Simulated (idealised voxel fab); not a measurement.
process module | voxel ribs on slabs
cross-section cut | 175 nm wide | cells 5 nm
A cross-section is a grid of square cells, given in bands from the top down. A band is one or more rows of cells.
Each band's line starts with the height of the band's top and of its bottom, in nm. Then come its materials from left to right, each with its width in nm. One material with "throughout" fills the band from edge to edge. "air" is empty space.
Height 0 is the level under which the wafer as received is all one material. The lowest band goes on downwards, as in "0 down".
A width such as "30 to 40" changes by the same amount from each row of cells to the next, from the band's top row to its bottom row.
"no change" after a step means that no cell of the cross-section changed.
closed voids: empty space of 8 cells or more with no open way to the top, each as width x height at its distance from the left edge, in nm
after a step's settings: what the simulator itself notes on the step
overlay nm, on a step with a mask: how far to the right of its planned place the mask lay; to the left if negative
plan
1 op RECEIVE | material Si
2 op DIRECTIONAL_DEP | material SiO2 | thk nm 30
3 op DIRECTIONAL_DEP | material polySi | thk nm 25
4 op MASKED_ETCH | tone cover | mask id RIB | width nm 25 | etch materials polySi | depth nm 15 | overlay nm 0
5 op MASKED_ETCH | tone cover | mask id SLAB | width nm 65 | etch materials polySi | depth nm 10 | overlay nm 0
6 op FILL_DEP | material SiO2 | thk nm 25
7 op CMP | height nm 70
8 op DIRECTIONAL_DEP | material W | thk nm 5
9 op MASKED_ETCH | tone cover | mask id HEATER | width nm 35 | etch materials W | depth nm 5 | overlay nm 0
10 op CONFORMAL_DEP | material SiN | thk nm 5
as received, after step 1
  0 down: Si throughout
  closed voids: none
a wafer at the end: this start, this plan, one mistake
  80 to 75: air 65 | SiN 45 | air 65
  75 to 70: SiN 70 | W 35 | SiN 70
  70 to 25: SiO2 throughout
  25 to 0: polySi throughout
  0 down: Si throughout
  closed voids: none
what went wrong: steps 2 and 3 were swapped
